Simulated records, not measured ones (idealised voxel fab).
process module | voxel quadruple lines
cross-section cut | 205 nm wide | cells 5 nm
A cross-section is a grid of square cells, given in bands from the top down. A band is one or more rows of cells.
Each band's line starts with the height of the band's top and of its bottom, in nm. Then come its materials from left to right, each with its width in nm. One material with "throughout" fills the band from edge to edge. "air" is empty space.
Height 0 is the level under which the wafer as received is all one material. The lowest band goes on downwards, as in "0 down".
A width such as "30 to 40" changes by the same amount from each row of cells to the next, from the band's top row to its bottom row.
"no change" after a step means that no cell of the cross-section changed.
closed voids: empty space of 8 cells or more with no open way to the top, each as width x height at its distance from the left edge, in nm
after a step's settings: what the simulator itself notes on the step
overlay nm, on a step with a mask: how far to the right of its planned place the mask lay; to the left if negative
Each pair below shows a cross-section before one step and the cross-section after it, down to the lowest band that changed. The line under each pair gives the step between them, with its settings. The pairs can come from different runs of this module on the same starting wafer, so a pair continues from the pair above only where its "before" says so.
before
  0 down: Si throughout
  closed voids: none
after
  10 to 0: SiO2 throughout
  below 0: unchanged
  closed voids: none
the step between: op CONFORMAL_DEP | material SiO2 | thk nm 10
before: the cross-section after the pair above
after
  25 to 10: TiN throughout
  below 10: unchanged
  closed voids: none
the step between: op DIRECTIONAL_DEP | material TiN | thk nm 15
before: the cross-section after the pair above
after
  45 to 25: polySi throughout
  below 25: unchanged
  closed voids: none
the step between: op DIRECTIONAL_DEP | material polySi | thk nm 20
before: the cross-section after the pair above
after
  70 to 45: aC throughout
  below 45: unchanged
  closed voids: none
the step between: op DIRECTIONAL_DEP | material aC | thk nm 25
before: the cross-section after the pair above
after
  100 to 70: air 90 | resist 20 | air 95
  below 70: unchanged
  closed voids: none
the step between: op PATTERN | tone cover | mask id MANDREL | material resist | width nm 20 | thk nm 30 | overlay nm 0
before: the cross-section after the pair above
after
  75 to 70: air 90 | resist 20 | air 95
  70 to 45: air 90 | aC 20 | air 95
  below 45: unchanged
  closed voids: none
the step between: op DIRECTIONAL_ETCH | etch materials aC | depth nm 25
before: the cross-section after the pair above
after
  70 to 45: air 90 | aC 20 | air 95
  below 45: unchanged
  closed voids: none
the step between: op STRIP | etch materials resist
before: the cross-section after the pair above
after
  80 to 70: air 80 | SiO2 40 | air 85
  70 to 55: air 80 | SiO2 10 | aC 20 | SiO2 10 | air 85
  55 to 45: SiO2 90 | aC 20 | SiO2 95
  below 45: unchanged
  closed voids: none
the step between: op CONFORMAL_DEP | material SiO2 | thk nm 10
before: the cross-section after the pair above
after
  70 to 45: air 80 | SiO2 10 | aC 20 | SiO2 10 | air 85
  below 45: unchanged
  closed voids: none
the step between: op DIRECTIONAL_ETCH | etch materials SiO2 | depth nm 10
before: the cross-section after the pair above
after
  70 to 45: air 80 | SiO2 10 | air 20 | SiO2 10 | air 85
  below 45: unchanged
  closed voids: none
the step between: op STRIP | etch materials aC
before: the cross-section after the pair above
after
  70 to 45: air 80 | SiO2 10 | air 20 | SiO2 10 | air 85
  45 to 25: air 80 | polySi 10 | air 20 | polySi 10 | air 85
  below 25: unchanged
  closed voids: none
the step between: op DIRECTIONAL_ETCH | etch materials polySi | depth nm 20
before: the cross-section after the pair above
after
  45 to 25: air 80 | polySi 10 | air 20 | polySi 10 | air 85
  below 25: unchanged
  closed voids: none
the step between: op STRIP | etch materials SiO2
before: the cross-section after the pair above
after
  50 to 45: air 75 | SiN 20 | air 10 | SiN 20 | air 80
  45 to 30: air 75 | SiN 5 | polySi 10 | SiN 5 | air 10 | SiN 5 | polySi 10 | SiN 5 | air 80
  30 to 25: SiN 80 | polySi 10 | SiN 20 | polySi 10 | SiN 85
  below 25: unchanged
  closed voids: none
the step between: op CONFORMAL_DEP | material SiN | thk nm 5
before: the cross-section after the pair above
after
  45 to 25: air 75 | SiN 5 | polySi 10 | SiN 5 | air 10 | SiN 5 | polySi 10 | SiN 5 | air 80
  below 25: unchanged
  closed voids: none
the step between: op DIRECTIONAL_ETCH | etch materials SiN | depth nm 5
before: the cross-section after the pair above
after
  45 to 25: air 75 | SiN 5 | air 10 | SiN 5 | air 10 | SiN 5 | air 10 | SiN 5 | air 80
  below 25: unchanged
  closed voids: none
the step between: op STRIP | etch materials polySi
before: the cross-section after the pair above
after
  45 to 25: air 75 | SiN 5 | air 10 | SiN 5 | air 10 | SiN 5 | air 10 | SiN 5 | air 80
  25 to 10: air 75 | TiN 5 | air 10 | TiN 5 | air 10 | TiN 5 | air 10 | TiN 5 | air 80
  below 10: unchanged
  closed voids: none
the step between: op DIRECTIONAL_ETCH | etch materials TiN | depth nm 15
before: the cross-section after the pair above
after
  25 to 10: air 75 | TiN 5 | air 10 | TiN 5 | air 10 | TiN 5 | air 10 | TiN 5 | air 80
  below 10: unchanged
  closed voids: none
the step between: op STRIP | etch materials SiN
before
  0 down: Si throughout
  closed voids: none
after
  15 to 0: TiN throughout
  below 0: unchanged
  closed voids: none
the step between: op DIRECTIONAL_DEP | material TiN | thk nm 15
before: the cross-section after the pair above
after
  35 to 15: polySi throughout
  below 15: unchanged
  closed voids: none
the step between: op DIRECTIONAL_DEP | material polySi | thk nm 20
before: the cross-section after the pair above
after
  60 to 35: aC throughout
  below 35: unchanged
  closed voids: none
the step between: op DIRECTIONAL_DEP | material aC | thk nm 25
before: the cross-section after the pair above
after
  90 to 60: air 90 | resist 20 | air 95
  below 60: unchanged
  closed voids: none
the step between: op PATTERN | tone cover | mask id MANDREL | material resist | width nm 20 | thk nm 30 | overlay nm 0
before: the cross-section after the pair above
after
  65 to 60: air 90 | resist 20 | air 95
  60 to 35: air 90 | aC 20 | air 95
  below 35: unchanged
  closed voids: none
the step between: op DIRECTIONAL_ETCH | etch materials aC | depth nm 25
before: the cross-section after the pair above
after
  60 to 35: air 90 | aC 20 | air 95
  below 35: unchanged
  closed voids: none
the step between: op STRIP | etch materials resist
before: the cross-section after the pair above
after
  70 to 60: air 80 | SiO2 40 | air 85
  60 to 45: air 80 | SiO2 10 | aC 20 | SiO2 10 | air 85
  45 to 35: SiO2 90 | aC 20 | SiO2 95
  below 35: unchanged
  closed voids: none
the step between: op CONFORMAL_DEP | material SiO2 | thk nm 10
before: the cross-section after the pair above
after
  60 to 35: air 80 | SiO2 10 | aC 20 | SiO2 10 | air 85
  below 35: unchanged
  closed voids: none
the step between: op DIRECTIONAL_ETCH | etch materials SiO2 | depth nm 10
before: the cross-section after the pair above
after
  60 to 35: air 80 | SiO2 10 | air 20 | SiO2 10 | air 85
  below 35: unchanged
  closed voids: none
the step between: op STRIP | etch materials aC
before: the cross-section after the pair above
after
  60 to 35: air 80 | SiO2 10 | air 20 | SiO2 10 | air 85
  35 to 15: air 80 | polySi 10 | air 20 | polySi 10 | air 85
  below 15: unchanged
  closed voids: none
the step between: op DIRECTIONAL_ETCH | etch materials polySi | depth nm 20
before: the cross-section after the pair above
after
  35 to 15: air 80 | polySi 10 | air 20 | polySi 10 | air 85
  below 15: unchanged
  closed voids: none
the step between: op STRIP | etch materials SiO2
before: the cross-section after the pair above
after
  40 to 35: air 75 | SiN 20 | air 10 | SiN 20 | air 80
  35 to 20: air 75 | SiN 5 | polySi 10 | SiN 5 | air 10 | SiN 5 | polySi 10 | SiN 5 | air 80
  20 to 15: SiN 80 | polySi 10 | SiN 20 | polySi 10 | SiN 85
  below 15: unchanged
  closed voids: none
the step between: op CONFORMAL_DEP | material SiN | thk nm 5
before: the cross-section after the pair above
after
  35 to 15: air 75 | SiN 5 | polySi 10 | SiN 5 | air 10 | SiN 5 | polySi 10 | SiN 5 | air 80
  below 15: unchanged
  closed voids: none
the step between: op DIRECTIONAL_ETCH | etch materials SiN | depth nm 5
before: the cross-section after the pair above
after
  35 to 15: air 75 | SiN 5 | air 10 | SiN 5 | air 10 | SiN 5 | air 10 | SiN 5 | air 80
  below 15: unchanged
  closed voids: none
the step between: op STRIP | etch materials polySi
before: the cross-section after the pair above
after
  35 to 15: air 75 | SiN 5 | air 10 | SiN 5 | air 10 | SiN 5 | air 10 | SiN 5 | air 80
  15 to 0: air 75 | TiN 5 | air 10 | TiN 5 | air 10 | TiN 5 | air 10 | TiN 5 | air 80
  below 0: unchanged
  closed voids: none
the step between: op DIRECTIONAL_ETCH | etch materials TiN | depth nm 15
before: the cross-section after the pair above
after
  15 to 0: air 75 | TiN 5 | air 10 | TiN 5 | air 10 | TiN 5 | air 10 | TiN 5 | air 80
  below 0: unchanged
  closed voids: none
the step between: op STRIP | etch materials SiN
before
  25 to 10: TiN throughout
  10 to 0: SiO2 throughout
  0 down: Si throughout
  closed voids: none
after
  40 to 10: TiN throughout
  below 10: unchanged
  closed voids: none
the step between: op DIRECTIONAL_DEP | material TiN | thk nm 15
before: the cross-section after the pair above
after
  60 to 40: polySi throughout
  below 40: unchanged
  closed voids: none
the step between: op DIRECTIONAL_DEP | material polySi | thk nm 20
before: the cross-section after the pair above
after
  85 to 60: aC throughout
  below 60: unchanged
  closed voids: none
the step between: op DIRECTIONAL_DEP | material aC | thk nm 25
before: the cross-section after the pair above
after
  115 to 85: air 90 | resist 20 | air 95
  below 85: unchanged
  closed voids: none
the step between: op PATTERN | tone cover | mask id MANDREL | material resist | width nm 20 | thk nm 30 | overlay nm 0
before: the cross-section after the pair above
after
  90 to 85: air 90 | resist 20 | air 95
  85 to 60: air 90 | aC 20 | air 95
  below 60: unchanged
  closed voids: none
the step between: op DIRECTIONAL_ETCH | etch materials aC | depth nm 25
before: the cross-section after the pair above
after
  85 to 60: air 90 | aC 20 | air 95
  below 60: unchanged
  closed voids: none
the step between: op STRIP | etch materials resist
before: the cross-section after the pair above
after
  95 to 85: air 80 | SiO2 40 | air 85
  85 to 70: air 80 | SiO2 10 | aC 20 | SiO2 10 | air 85
  70 to 60: SiO2 90 | aC 20 | SiO2 95
  below 60: unchanged
  closed voids: none
the step between: op CONFORMAL_DEP | material SiO2 | thk nm 10
before: the cross-section after the pair above
after
  85 to 60: air 80 | SiO2 10 | aC 20 | SiO2 10 | air 85
  below 60: unchanged
  closed voids: none
the step between: op DIRECTIONAL_ETCH | etch materials SiO2 | depth nm 10
before: the cross-section after the pair above
after
  85 to 60: air 80 | SiO2 10 | air 20 | SiO2 10 | air 85
  below 60: unchanged
  closed voids: none
the step between: op STRIP | etch materials aC
before: the cross-section after the pair above
after
  85 to 60: air 80 | SiO2 10 | air 20 | SiO2 10 | air 85
  60 to 40: air 80 | polySi 10 | air 20 | polySi 10 | air 85
  below 40: unchanged
  closed voids: none
the step between: op DIRECTIONAL_ETCH | etch materials polySi | depth nm 20
before: the cross-section after the pair above
after
  60 to 40: air 80 | polySi 10 | air 20 | polySi 10 | air 85
  below 40: unchanged
  closed voids: none
the step between: op STRIP | etch materials SiO2
before: the cross-section after the pair above
after
  65 to 60: air 75 | SiN 20 | air 10 | SiN 20 | air 80
  60 to 45: air 75 | SiN 5 | polySi 10 | SiN 5 | air 10 | SiN 5 | polySi 10 | SiN 5 | air 80
  45 to 40: SiN 80 | polySi 10 | SiN 20 | polySi 10 | SiN 85
  below 40: unchanged
  closed voids: none
the step between: op CONFORMAL_DEP | material SiN | thk nm 5
before: the cross-section after the pair above
after
  60 to 40: air 75 | SiN 5 | polySi 10 | SiN 5 | air 10 | SiN 5 | polySi 10 | SiN 5 | air 80
  below 40: unchanged
  closed voids: none
the step between: op DIRECTIONAL_ETCH | etch materials SiN | depth nm 5
before: the cross-section after the pair above
after
  60 to 40: air 75 | SiN 5 | air 10 | SiN 5 | air 10 | SiN 5 | air 10 | SiN 5 | air 80
  below 40: unchanged
  closed voids: none
the step between: op STRIP | etch materials polySi
before: the cross-section after the pair above
after
  60 to 40: air 75 | SiN 5 | air 10 | SiN 5 | air 10 | SiN 5 | air 10 | SiN 5 | air 80
  40 to 25: air 75 | TiN 5 | air 10 | TiN 5 | air 10 | TiN 5 | air 10 | TiN 5 | air 80
  below 25: unchanged
  closed voids: none
the step between: op DIRECTIONAL_ETCH | etch materials TiN | depth nm 15
before: the cross-section after the pair above
after
  40 to 25: air 75 | TiN 5 | air 10 | TiN 5 | air 10 | TiN 5 | air 10 | TiN 5 | air 80
  below 25: unchanged
  closed voids: none
the step between: op STRIP | etch materials SiN
before
  10 to 0: SiO2 throughout
  0 down: Si throughout
  closed voids: none
after
  30 to 10: polySi throughout
  below 10: unchanged
  closed voids: none
the step between: op DIRECTIONAL_DEP | material polySi | thk nm 20
before: the cross-section after the pair above
after
  45 to 30: TiN throughout
  below 30: unchanged
  closed voids: none
the step between: op DIRECTIONAL_DEP | material TiN | thk nm 15
before: the cross-section after the pair above
after
  70 to 45: aC throughout
  below 45: unchanged
  closed voids: none
the step between: op DIRECTIONAL_DEP | material aC | thk nm 25
before: the cross-section after the pair above
after
  100 to 70: air 90 | resist 20 | air 95
  below 70: unchanged
  closed voids: none
the step between: op PATTERN | tone cover | mask id MANDREL | material resist | width nm 20 | thk nm 30 | overlay nm 0
before: the cross-section after the pair above
after
  75 to 70: air 90 | resist 20 | air 95
  70 to 45: air 90 | aC 20 | air 95
  below 45: unchanged
  closed voids: none
the step between: op DIRECTIONAL_ETCH | etch materials aC | depth nm 25
before: the cross-section after the pair above
after
  70 to 45: air 90 | aC 20 | air 95
  below 45: unchanged
  closed voids: none
the step between: op STRIP | etch materials resist
before: the cross-section after the pair above
after
  80 to 70: air 80 | SiO2 40 | air 85
  70 to 55: air 80 | SiO2 10 | aC 20 | SiO2 10 | air 85
  55 to 45: SiO2 90 | aC 20 | SiO2 95
  below 45: unchanged
  closed voids: none
the step between: op CONFORMAL_DEP | material SiO2 | thk nm 10
before: the cross-section after the pair above
after
  70 to 45: air 80 | SiO2 10 | aC 20 | SiO2 10 | air 85
  below 45: unchanged
  closed voids: none
the step between: op DIRECTIONAL_ETCH | etch materials SiO2 | depth nm 10
before: the cross-section after the pair above
after
  70 to 45: air 80 | SiO2 10 | air 20 | SiO2 10 | air 85
  below 45: unchanged
  closed voids: none
the step between: op STRIP | etch materials aC
before: the cross-section after the pair above
after
  45 to 30: TiN throughout
  below 30: unchanged
  closed voids: none
the step between: op STRIP | etch materials SiO2
before: the cross-section after the pair above
after
  50 to 45: SiN throughout
  below 45: unchanged
  closed voids: none
the step between: op CONFORMAL_DEP | material SiN | thk nm 5
before: the cross-section after the pair above
after
  45 to 30: TiN throughout
  below 30: unchanged
  closed voids: none
the step between: op DIRECTIONAL_ETCH | etch materials SiN | depth nm 5
before: the cross-section after the pair above
after
  30 to 10: polySi throughout
  below 10: unchanged
  closed voids: none
the step between: op DIRECTIONAL_ETCH | etch materials TiN | depth nm 15
before
  10 to 0: SiO2 throughout
  0 down: Si throughout
  closed voids: none
after
  20 to 10: TiN throughout
  below 10: unchanged
  closed voids: none
the step between: op DIRECTIONAL_DEP | material TiN | thk nm 10
before: the cross-section after the pair above
after
  40 to 20: polySi throughout
  below 20: unchanged
  closed voids: none
the step between: op DIRECTIONAL_DEP | material polySi | thk nm 20
before: the cross-section after the pair above
after
  65 to 40: aC throughout
  below 40: unchanged
  closed voids: none
the step between: op DIRECTIONAL_DEP | material aC | thk nm 25
before: the cross-section after the pair above
after
  95 to 65: air 90 | resist 20 | air 95
  below 65: unchanged
  closed voids: none
the step between: op PATTERN | tone cover | mask id MANDREL | material resist | width nm 20 | thk nm 30 | overlay nm 0
before: the cross-section after the pair above
after
  70 to 65: air 90 | resist 20 | air 95
  65 to 40: air 90 | aC 20 | air 95
  below 40: unchanged
  closed voids: none
the step between: op DIRECTIONAL_ETCH | etch materials aC | depth nm 25
before: the cross-section after the pair above
after
  65 to 40: air 90 | aC 20 | air 95
  below 40: unchanged
  closed voids: none
the step between: op STRIP | etch materials resist
before: the cross-section after the pair above
after
  75 to 65: air 80 | SiO2 40 | air 85
  65 to 50: air 80 | SiO2 10 | aC 20 | SiO2 10 | air 85
  50 to 40: SiO2 90 | aC 20 | SiO2 95
  below 40: unchanged
  closed voids: none
the step between: op CONFORMAL_DEP | material SiO2 | thk nm 10
before: the cross-section after the pair above
after
  65 to 40: air 80 | SiO2 10 | aC 20 | SiO2 10 | air 85
  below 40: unchanged
  closed voids: none
the step between: op DIRECTIONAL_ETCH | etch materials SiO2 | depth nm 10
before: the cross-section after the pair above
after
  65 to 40: air 80 | SiO2 10 | air 20 | SiO2 10 | air 85
  below 40: unchanged
  closed voids: none
the step between: op STRIP | etch materials aC
before: the cross-section after the pair above
after
  65 to 40: air 80 | SiO2 10 | air 20 | SiO2 10 | air 85
  40 to 20: air 80 | polySi 10 | air 20 | polySi 10 | air 85
  below 20: unchanged
  closed voids: none
the step between: op DIRECTIONAL_ETCH | etch materials polySi | depth nm 20
before: the cross-section after the pair above
after
  40 to 20: air 80 | polySi 10 | air 20 | polySi 10 | air 85
  below 20: unchanged
  closed voids: none
the step between: op STRIP | etch materials SiO2
before: the cross-section after the pair above
after
  45 to 40: air 75 | SiN 20 | air 10 | SiN 20 | air 80
  40 to 25: air 75 | SiN 5 | polySi 10 | SiN 5 | air 10 | SiN 5 | polySi 10 | SiN 5 | air 80
  25 to 20: SiN 80 | polySi 10 | SiN 20 | polySi 10 | SiN 85
  below 20: unchanged
  closed voids: none
the step between: op CONFORMAL_DEP | material SiN | thk nm 5
before: the cross-section after the pair above
after
  40 to 20: air 75 | SiN 5 | polySi 10 | SiN 5 | air 10 | SiN 5 | polySi 10 | SiN 5 | air 80
  below 20: unchanged
  closed voids: none
the step between: op DIRECTIONAL_ETCH | etch materials SiN | depth nm 5
before: the cross-section after the pair above
after
  40 to 20: air 75 | SiN 5 | air 10 | SiN 5 | air 10 | SiN 5 | air 10 | SiN 5 | air 80
  below 20: unchanged
  closed voids: none
the step between: op STRIP | etch materials polySi
before: the cross-section after the pair above
after
  40 to 20: air 75 | SiN 5 | air 10 | SiN 5 | air 10 | SiN 5 | air 10 | SiN 5 | air 80
  20 to 10: air 75 | TiN 5 | air 10 | TiN 5 | air 10 | TiN 5 | air 10 | TiN 5 | air 80
  below 10: unchanged
  closed voids: none
the step between: op DIRECTIONAL_ETCH | etch materials TiN | depth nm 15
before: the cross-section after the pair above
after
  20 to 10: air 75 | TiN 5 | air 10 | TiN 5 | air 10 | TiN 5 | air 10 | TiN 5 | air 80
  below 10: unchanged
  closed voids: none
the step between: op STRIP | etch materials SiN
before
  70 to 45: aC throughout
  45 to 25: polySi throughout
  25 to 10: TiN throughout
  10 to 0: SiO2 throughout
  0 down: Si throughout
  closed voids: none
after
  100 to 70: air 95 | resist 15 | air 95
  below 70: unchanged
  closed voids: none
the step between: op PATTERN | tone cover | mask id MANDREL | material resist | width nm 15 | thk nm 30 | overlay nm 0
before: the cross-section after the pair above
after
  75 to 70: air 95 | resist 15 | air 95
  70 to 45: air 95 | aC 15 | air 95
  below 45: unchanged
  closed voids: none
the step between: op DIRECTIONAL_ETCH | etch materials aC | depth nm 25
before: the cross-section after the pair above
after
  70 to 45: air 95 | aC 15 | air 95
  below 45: unchanged
  closed voids: none
the step between: op STRIP | etch materials resist
before: the cross-section after the pair above
after
  80 to 70: air 85 | SiO2 35 | air 85
  70 to 55: air 85 | SiO2 10 | aC 15 | SiO2 10 | air 85
  55 to 45: SiO2 95 | aC 15 | SiO2 95
  below 45: unchanged
  closed voids: none
the step between: op CONFORMAL_DEP | material SiO2 | thk nm 10
before: the cross-section after the pair above
after
  70 to 45: air 85 | SiO2 10 | aC 15 | SiO2 10 | air 85
  below 45: unchanged
  closed voids: none
the step between: op DIRECTIONAL_ETCH | etch materials SiO2 | depth nm 10
before: the cross-section after the pair above
after
  70 to 45: air 85 | SiO2 10 | air 15 | SiO2 10 | air 85
  below 45: unchanged
  closed voids: none
the step between: op STRIP | etch materials aC
before: the cross-section after the pair above
after
  70 to 45: air 85 | SiO2 10 | air 15 | SiO2 10 | air 85
  45 to 25: air 85 | polySi 10 | air 15 | polySi 10 | air 85
  below 25: unchanged
  closed voids: none
the step between: op DIRECTIONAL_ETCH | etch materials polySi | depth nm 20
before: the cross-section after the pair above
after
  45 to 25: air 85 | polySi 10 | air 15 | polySi 10 | air 85
  below 25: unchanged
  closed voids: none
the step between: op STRIP | etch materials SiO2
before: the cross-section after the pair above
after
  50 to 45: air 80 | SiN 20 | air 5 | SiN 20 | air 80
  45 to 30: air 80 | SiN 5 | polySi 10 | SiN 5 | air 5 | SiN 5 | polySi 10 | SiN 5 | air 80
  30 to 25: SiN 85 | polySi 10 | SiN 15 | polySi 10 | SiN 85
  below 25: unchanged
  closed voids: none
the step between: op CONFORMAL_DEP | material SiN | thk nm 5
before: the cross-section after the pair above
after
  45 to 25: air 80 | SiN 5 | polySi 10 | SiN 5 | air 5 | SiN 5 | polySi 10 | SiN 5 | air 80
  below 25: unchanged
  closed voids: none
the step between: op DIRECTIONAL_ETCH | etch materials SiN | depth nm 5
before: the cross-section after the pair above
after
  45 to 25: air 80 | SiN 5 | air 10 | SiN 5 | air 5 | SiN 5 | air 10 | SiN 5 | air 80
  below 25: unchanged
  closed voids: none
the step between: op STRIP | etch materials polySi
before: the cross-section after the pair above
after
  45 to 25: air 80 | SiN 5 | air 10 | SiN 5 | air 5 | SiN 5 | air 10 | SiN 5 | air 80
  25 to 10: air 80 | TiN 5 | air 10 | TiN 5 | air 5 | TiN 5 | air 10 | TiN 5 | air 80
  below 10: unchanged
  closed voids: none
the step between: op DIRECTIONAL_ETCH | etch materials TiN | depth nm 15
before: the cross-section after the pair above
after
  25 to 10: air 80 | TiN 5 | air 10 | TiN 5 | air 5 | TiN 5 | air 10 | TiN 5 | air 80
  below 10: unchanged
  closed voids: none
the step between: op STRIP | etch materials SiN
before
  70 to 45: aC throughout
  45 to 25: polySi throughout
  25 to 10: TiN throughout
  10 to 0: SiO2 throughout
  0 down: Si throughout
  closed voids: none
after
  100 to 70: air 100 | resist 20 | air 85
  below 70: unchanged
  closed voids: none
the step between: op PATTERN | tone cover | mask id MANDREL | material resist | width nm 20 | thk nm 30 | overlay nm 10
before: the cross-section after the pair above
after
  75 to 70: air 100 | resist 20 | air 85
  70 to 45: air 100 | aC 20 | air 85
  below 45: unchanged
  closed voids: none
the step between: op DIRECTIONAL_ETCH | etch materials aC | depth nm 25
before: the cross-section after the pair above
after
  70 to 45: air 100 | aC 20 | air 85
  below 45: unchanged
  closed voids: none
the step between: op STRIP | etch materials resist
before: the cross-section after the pair above
after
  80 to 70: air 90 | SiO2 40 | air 75
  70 to 55: air 90 | SiO2 10 | aC 20 | SiO2 10 | air 75
  55 to 45: SiO2 100 | aC 20 | SiO2 85
  below 45: unchanged
  closed voids: none
the step between: op CONFORMAL_DEP | material SiO2 | thk nm 10
before: the cross-section after the pair above
after
  70 to 45: air 90 | SiO2 10 | aC 20 | SiO2 10 | air 75
  below 45: unchanged
  closed voids: none
the step between: op DIRECTIONAL_ETCH | etch materials SiO2 | depth nm 10
before: the cross-section after the pair above
after
  70 to 45: air 90 | SiO2 10 | air 20 | SiO2 10 | air 75
  below 45: unchanged
  closed voids: none
the step between: op STRIP | etch materials aC
before: the cross-section after the pair above
after
  70 to 45: air 90 | SiO2 10 | air 20 | SiO2 10 | air 75
  45 to 25: air 90 | polySi 10 | air 20 | polySi 10 | air 75
  below 25: unchanged
  closed voids: none
the step between: op DIRECTIONAL_ETCH | etch materials polySi | depth nm 20
before: the cross-section after the pair above
after
  45 to 25: air 90 | polySi 10 | air 20 | polySi 10 | air 75
  below 25: unchanged
  closed voids: none
the step between: op STRIP | etch materials SiO2
before: the cross-section after the pair above
after
  50 to 45: air 85 | SiN 20 | air 10 | SiN 20 | air 70
  45 to 30: air 85 | SiN 5 | polySi 10 | SiN 5 | air 10 | SiN 5 | polySi 10 | SiN 5 | air 70
  30 to 25: SiN 90 | polySi 10 | SiN 20 | polySi 10 | SiN 75
  below 25: unchanged
  closed voids: none
the step between: op CONFORMAL_DEP | material SiN | thk nm 5
before: the cross-section after the pair above
after
  45 to 25: air 85 | SiN 5 | polySi 10 | SiN 5 | air 10 | SiN 5 | polySi 10 | SiN 5 | air 70
  below 25: unchanged
  closed voids: none
the step between: op DIRECTIONAL_ETCH | etch materials SiN | depth nm 5
before: the cross-section after the pair above
after
  45 to 25: air 85 | SiN 5 | air 10 | SiN 5 | air 10 | SiN 5 | air 10 | SiN 5 | air 70
  below 25: unchanged
  closed voids: none
the step between: op STRIP | etch materials polySi
before: the cross-section after the pair above
after
  45 to 25: air 85 | SiN 5 | air 10 | SiN 5 | air 10 | SiN 5 | air 10 | SiN 5 | air 70
  25 to 10: air 85 | TiN 5 | air 10 | TiN 5 | air 10 | TiN 5 | air 10 | TiN 5 | air 70
  below 10: unchanged
  closed voids: none
the step between: op DIRECTIONAL_ETCH | etch materials TiN | depth nm 15
before: the cross-section after the pair above
after
  25 to 10: air 85 | TiN 5 | air 10 | TiN 5 | air 10 | TiN 5 | air 10 | TiN 5 | air 70
  below 10: unchanged
  closed voids: none
the step between: op STRIP | etch materials SiN
before
  0 down: Si throughout
  closed voids: none
after
  10 to 0: aC throughout
  below 0: unchanged
  closed voids: none
the step between: op CONFORMAL_DEP | material aC | thk nm 10
before: the cross-section after the pair above
after
  25 to 10: TiN throughout
  below 10: unchanged
  closed voids: none
the step between: op DIRECTIONAL_DEP | material TiN | thk nm 15
before: the cross-section after the pair above
after
  45 to 25: polySi throughout
  below 25: unchanged
  closed voids: none
the step between: op DIRECTIONAL_DEP | material polySi | thk nm 20
before: the cross-section after the pair above
after
  70 to 45: aC throughout
  below 45: unchanged
  closed voids: none
the step between: op DIRECTIONAL_DEP | material aC | thk nm 25
before: the cross-section after the pair above
after
  100 to 70: air 90 | resist 20 | air 95
  below 70: unchanged
  closed voids: none
the step between: op PATTERN | tone cover | mask id MANDREL | material resist | width nm 20 | thk nm 30 | overlay nm 0
before: the cross-section after the pair above
after
  75 to 70: air 90 | resist 20 | air 95
  70 to 45: air 90 | aC 20 | air 95
  below 45: unchanged
  closed voids: none
the step between: op DIRECTIONAL_ETCH | etch materials aC | depth nm 25
before: the cross-section after the pair above
after
  70 to 45: air 90 | aC 20 | air 95
  below 45: unchanged
  closed voids: none
the step between: op STRIP | etch materials resist
before: the cross-section after the pair above
after
  80 to 70: air 80 | SiO2 40 | air 85
  70 to 55: air 80 | SiO2 10 | aC 20 | SiO2 10 | air 85
  55 to 45: SiO2 90 | aC 20 | SiO2 95
  below 45: unchanged
  closed voids: none
the step between: op CONFORMAL_DEP | material SiO2 | thk nm 10
before: the cross-section after the pair above
after
  70 to 45: air 80 | SiO2 10 | aC 20 | SiO2 10 | air 85
  below 45: unchanged
  closed voids: none
the step between: op DIRECTIONAL_ETCH | etch materials SiO2 | depth nm 10
before: the cross-section after the pair above
after
  70 to 45: air 80 | SiO2 10 | air 20 | SiO2 10 | air 85
  below 45: unchanged
  closed voids: none
the step between: op STRIP | etch materials aC
before: the cross-section after the pair above
after
  70 to 45: air 80 | SiO2 10 | air 20 | SiO2 10 | air 85
  45 to 25: air 80 | polySi 10 | air 20 | polySi 10 | air 85
  below 25: unchanged
  closed voids: none
the step between: op DIRECTIONAL_ETCH | etch materials polySi | depth nm 20
before: the cross-section after the pair above
after
  45 to 25: air 80 | polySi 10 | air 20 | polySi 10 | air 85
  below 25: unchanged
  closed voids: none
the step between: op STRIP | etch materials SiO2
before: the cross-section after the pair above
after
  50 to 45: air 75 | SiN 20 | air 10 | SiN 20 | air 80
  45 to 30: air 75 | SiN 5 | polySi 10 | SiN 5 | air 10 | SiN 5 | polySi 10 | SiN 5 | air 80
  30 to 25: SiN 80 | polySi 10 | SiN 20 | polySi 10 | SiN 85
  below 25: unchanged
  closed voids: none
the step between: op CONFORMAL_DEP | material SiN | thk nm 5
before: the cross-section after the pair above
after
  45 to 25: air 75 | SiN 5 | polySi 10 | SiN 5 | air 10 | SiN 5 | polySi 10 | SiN 5 | air 80
  below 25: unchanged
  closed voids: none
the step between: op DIRECTIONAL_ETCH | etch materials SiN | depth nm 5
before: the cross-section after the pair above
after
  45 to 25: air 75 | SiN 5 | air 10 | SiN 5 | air 10 | SiN 5 | air 10 | SiN 5 | air 80
  below 25: unchanged
  closed voids: none
the step between: op STRIP | etch materials polySi
before: the cross-section after the pair above
after
  45 to 25: air 75 | SiN 5 | air 10 | SiN 5 | air 10 | SiN 5 | air 10 | SiN 5 | air 80
  25 to 10: air 75 | TiN 5 | air 10 | TiN 5 | air 10 | TiN 5 | air 10 | TiN 5 | air 80
  below 10: unchanged
  closed voids: none
the step between: op DIRECTIONAL_ETCH | etch materials TiN | depth nm 15
before: the cross-section after the pair above
after
  25 to 10: air 75 | TiN 5 | air 10 | TiN 5 | air 10 | TiN 5 | air 10 | TiN 5 | air 80
  below 10: unchanged
  closed voids: none
the step between: op STRIP | etch materials SiN
before
  70 to 45: aC throughout
  45 to 25: polySi throughout
  25 to 10: TiN throughout
  10 to 0: SiO2 throughout
  0 down: Si throughout
  closed voids: none
after
  100 to 70: resist 90 | air 20 | resist 95
  below 70: unchanged
  closed voids: none
the step between: op PATTERN | tone open | mask id MANDREL | material resist | width nm 20 | thk nm 30 | overlay nm 0
before: the cross-section after the pair above
after
  75 to 70: resist 90 | air 20 | resist 95
  70 to 45: aC 90 | air 20 | aC 95
  below 45: unchanged
  closed voids: none
the step between: op DIRECTIONAL_ETCH | etch materials aC | depth nm 25
before: the cross-section after the pair above
after
  70 to 45: aC 90 | air 20 | aC 95
  below 45: unchanged
  closed voids: none
the step between: op STRIP | etch materials resist
before: the cross-section after the pair above
after
  80 to 70: SiO2 throughout
  70 to 45: aC 90 | SiO2 20 | aC 95
  below 45: unchanged
  closed voids: none
the step between: op CONFORMAL_DEP | material SiO2 | thk nm 10
before: the cross-section after the pair above
after
  70 to 45: aC 90 | SiO2 20 | aC 95
  below 45: unchanged
  closed voids: none
the step between: op DIRECTIONAL_ETCH | etch materials SiO2 | depth nm 10
before: the cross-section after the pair above
after
  70 to 45: air 90 | SiO2 20 | air 95
  below 45: unchanged
  closed voids: none
the step between: op STRIP | etch materials aC
before: the cross-section after the pair above
after
  70 to 45: air 90 | SiO2 20 | air 95
  45 to 25: air 90 | polySi 20 | air 95
  below 25: unchanged
  closed voids: none
the step between: op DIRECTIONAL_ETCH | etch materials polySi | depth nm 20
before: the cross-section after the pair above
after
  45 to 25: air 90 | polySi 20 | air 95
  below 25: unchanged
  closed voids: none
the step between: op STRIP | etch materials SiO2
